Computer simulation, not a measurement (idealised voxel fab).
You're looking at the process module voxel released beams.
Cross-sectional view cut (width: 280 nm; square cell size: 5 nm).
In this document a cross-section is written as a grid of square cells. It is given as a series of bands, listed from the top down, and a band is one or more rows of cells.
Top height, bottom height, nm. Materials left to right, width each, nm. Single material + "all across" = fills band edge to edge. "empty" = empty.
Beneath 0, the wafer as received is one material, and that level is where height counting begins. The lowest band goes on downward without a bottom; it is written like "0 and below".
Width "30->40": first value at the band's top row of cells, second value at its bottom row, equal change from row to row.
You'll sometimes find "no alteration" written for a step, and that's the way of saying that nowhere in the cross-section did a cell change during that step.
Reported under the label "Entrapped voids" are the empty spaces having no open way to the top and comprising 8 cells or more; the notation for each is width x height at distance, in which the distance is measured from the left edge and all three values are in nm.
The remark found on a step's line after its settings is issued by the simulator itself and pertains to that step.
The "overlay nm" setting may appear on a step's line; for a step that uses a mask, it gives how far to the right of its planned position the mask lay, and a negative value indicates the left.

Plan
1) RECEIVE [material Si]
2) CONFORMAL_DEP [material Al2O3] [thk nm 10]
3) DIRECTIONAL_DEP [material SiO2] [thk nm 15]
4) DIRECTIONAL_DEP [material aC] [thk nm 15]
5) PATTERN [tone open] [mask id ANCHOR] [material resist] [width nm 40] [thk nm 30] [overlay nm 0]
6) DIRECTIONAL_ETCH [etch materials aC] [depth nm 15]
7) STRIP [etch materials resist]
8) DIRECTIONAL_ETCH [etch materials SiO2] [depth nm 15]
9) STRIP [etch materials aC]
10) CONFORMAL_DEP [material SiN] [thk nm 15]
11) DIRECTIONAL_DEP [material aC] [thk nm 15]
12) PATTERN [tone cover] [mask id BEAM] [material resist] [width nm 110] [thk nm 35] [overlay nm 0]
13) DIRECTIONAL_ETCH [etch materials aC] [depth nm 15]
14) STRIP [etch materials resist]
15) DIRECTIONAL_ETCH [etch materials SiN] [depth nm 15]
16) STRIP [etch materials aC]
17) STRIP [etch materials SiO2]

As received, after step 1
* 0 and below: Si all across
* Entrapped voids: none

Same starting wafer, same plan as above, one mistake in the execution; this is the cross-section at the end of the module
* 40 down to 25: empty (85), SiN (15), empty (10), SiN (80), empty (90)
* 25 down to 10: empty (85), SiN (40), empty (155)
* 10 down to 0: Al2O3 all across
* 0 and below: Si all across
* Entrapped voids: none
What was the processing mistake? it should be noted that step 12 was executed with settings other than those planned, the operation and settings actually applied being PATTERN [tone cover] [mask id BEAM] [material resist] [width nm 105] [thk nm 35] [overlay nm 0]
